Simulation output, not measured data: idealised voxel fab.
process module | voxel transistor to metal
cross-section cut | 260 nm wide | cells 5 nm
A cross-section is a grid of square cells, given in bands from the top down. A band is one or more rows of cells.
Each band's line starts with the height of the band's top and of its bottom, in nm. Then come its materials from left to right, each with its width in nm. One material with "throughout" fills the band from edge to edge. "air" is empty space.
Height 0 is the level under which the wafer as received is all one material. The lowest band goes on downwards, as in "0 down".
A width such as "30 to 40" changes by the same amount from each row of cells to the next, from the band's top row to its bottom row.
"no change" after a step means that no cell of the cross-section changed.
closed voids: empty space of 8 cells or more with no open way to the top, each as width x height at its distance from the left edge, in nm
after a step's settings: what the simulator itself notes on the step
overlay nm, on a step with a mask: how far to the right of its planned place the mask lay; to the left if negative
plan
1 op RECEIVE | material Si
2 op OXIDIZE | depth nm 5
3 op CONFORMAL_DEP | material SiN | thk nm 15
4 op DIRECTIONAL_DEP | material aC | thk nm 10
5 op PATTERN | tone cover | mask id ACTIVE | material resist | width nm 100 | pitch nm 125 | thk nm 30 | overlay nm 0
6 op DIRECTIONAL_ETCH | etch materials aC | depth nm 10
7 op STRIP | etch materials resist
8 op DIRECTIONAL_ETCH | etch materials SiN | depth nm 15
9 op DIRECTIONAL_ETCH | etch materials SiO2 | depth nm 5
10 op DIRECTIONAL_ETCH | etch materials Si | depth nm 25
11 op STRIP | etch materials aC
12 op OXIDIZE | depth nm 5
13 op FILL_DEP | material SiO2 | thk nm 5
14 op CMP | height nm 15
15 op SELECTIVE_ETCH | etch materials SiO2 | depth nm 10
16 op STRIP | etch materials SiN
17 op SELECTIVE_ETCH | etch materials SiO2 | depth nm 5
18 op OXIDIZE | depth nm 5
19 op DIRECTIONAL_DEP | material polySi | thk nm 20
20 op DIRECTIONAL_DEP | material SiCN | thk nm 10
21 op DIRECTIONAL_DEP | material aC | thk nm 15
22 op PATTERN | tone cover | mask id GATE | material resist | width nm 20 | pitch nm 125 | thk nm 30 | overlay nm 0
23 op DIRECTIONAL_ETCH | etch materials aC | depth nm 15
24 op STRIP | etch materials resist
25 op DIRECTIONAL_ETCH | etch materials SiCN | depth nm 20
26 op DIRECTIONAL_ETCH | etch materials polySi | depth nm 30
27 op STRIP | etch materials aC
28 op CONFORMAL_DEP | material SiO2 | thk nm 5
29 op DIRECTIONAL_ETCH | etch materials SiO2 | depth nm 5
30 op CONFORMAL_DEP | material SiN | thk nm 5
31 op DIRECTIONAL_ETCH | etch materials SiN | depth nm 5
32 op DIRECTIONAL_ETCH | etch materials SiO2 | depth nm 5
33 op DIRECTIONAL_ETCH | etch materials Si | depth nm 15
34 op EPI | material nSi | thk nm 20
35 op FILL_DEP | material SiO2 | thk nm 10
36 op CMP | height nm 25
37 op DIRECTIONAL_DEP | material SiO2 | thk nm 10
38 op DIRECTIONAL_DEP | material aC | thk nm 10
39 op PATTERN | tone open | mask id CONTACT | material resist | width nm 20 | thk nm 30 | overlay nm 0
40 op DIRECTIONAL_ETCH | etch materials aC | depth nm 10
41 op STRIP | etch materials resist
42 op DIRECTIONAL_ETCH | etch materials SiO2 | depth nm 40
43 op STRIP | etch materials aC
44 op CONFORMAL_DEP | material TiN | thk nm 5
45 op FILL_DEP | material W | thk nm 5
46 op CMP | height nm 35
47 op DIRECTIONAL_DEP | material TiN | thk nm 5
48 op DIRECTIONAL_DEP | material W | thk nm 25
49 op MASKED_ETCH | tone cover | mask id METAL_1 | width nm 20 | etch materials W | depth nm 25 | overlay nm 0
50 op MASKED_ETCH | tone cover | mask id METAL_1 | width nm 20 | etch materials TiN | depth nm 5 | overlay nm -5
51 op FILL_DEP | material SiO2 | thk nm 10
52 op CMP | height nm 65
53 op CONFORMAL_DEP | material SiCN | thk nm 5
varied across the wafers: overlay nm of step 50. The plan shows the first wafer's value. All wafers start alike
first wafer as received, after step 1
  0 down: Si throughout
  closed voids: none
first wafer at the end, after step 53
  70 to 65: SiCN throughout
  65 to 40: SiO2 20 | W 20 | SiO2 50 | W 20 | SiO2 35 | W 20 | SiO2 50 | W 20 | SiO2 25
  40 to 35: SiO2 15 | TiN 25 | SiO2 45 | TiN 25 | SiO2 30 | TiN 25 | SiO2 45 | TiN 25 | SiO2 25
  35 to 25: SiO2 20 | TiN 5 | W 10 | TiN 5 | SiO2 50 | TiN 5 | W 10 | TiN 5 | SiO2 35 | TiN 5 | W 10 | TiN 5 | SiO2 50 | TiN 5 | W 10 | TiN 5 | SiO2 25
  25 to 15: SiO2 20 | TiN 5 | W 10 | TiN 5 | SiO2 5 | SiN 5 | SiO2 5 | SiCN 20 | SiO2 5 | SiN 5 | SiO2 5 | TiN 5 | W 10 | TiN 5 | SiO2 35 | TiN 5 | W 10 | TiN 5 | SiO2 5 | SiN 5 | SiO2 5 | SiCN 20 | SiO2 5 | SiN 5 | SiO2 5 | TiN 5 | W 10 | TiN 5 | SiO2 25
  15 to 10: SiO2 20 | TiN 20 | SiO2 5 | SiN 5 | SiO2 5 | polySi 20 | SiO2 5 | SiN 5 | SiO2 5 | TiN 20 | SiO2 35 | TiN 20 | SiO2 5 | SiN 5 | SiO2 5 | polySi 20 | SiO2 5 | SiN 5 | SiO2 5 | TiN 20 | SiO2 25
  10 to 0: SiO2 20 | TiN 5 | nSi 20 | SiN 5 | SiO2 5 | polySi 20 | SiO2 5 | SiN 5 | nSi 20 | TiN 5 | SiO2 35 | TiN 5 | nSi 20 | SiN 5 | SiO2 5 | polySi 20 | SiO2 5 | SiN 5 | nSi 20 | TiN 5 | SiO2 25
  0 to -5: SiO2 15 | SiN 5 | TiN 5 | nSi 20 | SiN 5 | SiO2 5 | polySi 20 | SiO2 5 | SiN 5 | nSi 20 | TiN 5 | SiN 5 | SiO2 25 | SiN 5 | TiN 5 | nSi 20 | SiN 5 | SiO2 5 | polySi 20 | SiO2 5 | SiN 5 | nSi 20 | TiN 5 | SiN 5 | SiO2 20
  -5 to -10: SiO2 20 | nSi 25 | SiO2 40 | nSi 25 | SiO2 35 | nSi 25 | SiO2 40 | nSi 25 | SiO2 25
  -10 to -25: SiO2 20 | nSi 25 | Si 40 | nSi 25 | SiO2 35 | nSi 25 | Si 40 | nSi 25 | SiO2 25
  -25 to -35: SiO2 20 | Si 90 | SiO2 35 | Si 90 | SiO2 25
  -35 down: Si throughout
  closed voids: none
last wafer at the end
  70 to 65: SiCN throughout
  65 to 40: SiO2 20 | W 20 | SiO2 50 | W 20 | SiO2 35 | W 20 | SiO2 50 | W 20 | SiO2 25
  40 to 35: SiO2 20 | TiN 30 | SiO2 40 | TiN 30 | SiO2 25 | TiN 30 | SiO2 40 | TiN 30 | SiO2 15
  35 to 25: SiO2 20 | TiN 5 | W 10 | TiN 5 | SiO2 50 | TiN 5 | W 10 | TiN 5 | SiO2 35 | TiN 5 | W 10 | TiN 5 | SiO2 50 | TiN 5 | W 10 | TiN 5 | SiO2 25
  25 to 15: SiO2 20 | TiN 5 | W 10 | TiN 5 | SiO2 5 | SiN 5 | SiO2 5 | SiCN 20 | SiO2 5 | SiN 5 | SiO2 5 | TiN 5 | W 10 | TiN 5 | SiO2 35 | TiN 5 | W 10 | TiN 5 | SiO2 5 | SiN 5 | SiO2 5 | SiCN 20 | SiO2 5 | SiN 5 | SiO2 5 | TiN 5 | W 10 | TiN 5 | SiO2 25
  15 to 10: SiO2 20 | TiN 20 | SiO2 5 | SiN 5 | SiO2 5 | polySi 20 | SiO2 5 | SiN 5 | SiO2 5 | TiN 20 | SiO2 35 | TiN 20 | SiO2 5 | SiN 5 | SiO2 5 | polySi 20 | SiO2 5 | SiN 5 | SiO2 5 | TiN 20 | SiO2 25
  10 to 0: SiO2 20 | TiN 5 | nSi 20 | SiN 5 | SiO2 5 | polySi 20 | SiO2 5 | SiN 5 | nSi 20 | TiN 5 | SiO2 35 | TiN 5 | nSi 20 | SiN 5 | SiO2 5 | polySi 20 | SiO2 5 | SiN 5 | nSi 20 | TiN 5 | SiO2 25
  0 to -5: SiO2 15 | SiN 5 | TiN 5 | nSi 20 | SiN 5 | SiO2 5 | polySi 20 | SiO2 5 | SiN 5 | nSi 20 | TiN 5 | SiN 5 | SiO2 25 | SiN 5 | TiN 5 | nSi 20 | SiN 5 | SiO2 5 | polySi 20 | SiO2 5 | SiN 5 | nSi 20 | TiN 5 | SiN 5 | SiO2 20
  -5 to -10: SiO2 20 | nSi 25 | SiO2 40 | nSi 25 | SiO2 35 | nSi 25 | SiO2 40 | nSi 25 | SiO2 25
  -10 to -25: SiO2 20 | nSi 25 | Si 40 | nSi 25 | SiO2 35 | nSi 25 | Si 40 | nSi 25 | SiO2 25
  -25 to -35: SiO2 20 | Si 90 | SiO2 35 | Si 90 | SiO2 25
  -35 down: Si throughout
  closed voids: none
each wafer at the end: cells of each material gained (+) or lost (-) since it was received, then its closed voids
overlay nm -5 | -244 Si | +68 SiCN | +28 SiN | +524 SiO2 | +80 TiN | +112 W | +128 nSi | +32 polySi | closed voids: none
overlay nm 0 | -244 Si | +68 SiCN | +28 SiN | +528 SiO2 | +76 TiN | +112 W | +128 nSi | +32 polySi | closed voids: none
overlay nm 5 | -244 Si | +68 SiCN | +28 SiN | +524 SiO2 | +80 TiN | +112 W | +128 nSi | +32 polySi | closed voids: none
overlay nm 10 | -244 Si | +68 SiCN | +28 SiN | +520 SiO2 | +84 TiN | +112 W | +128 nSi | +32 polySi | closed voids: none
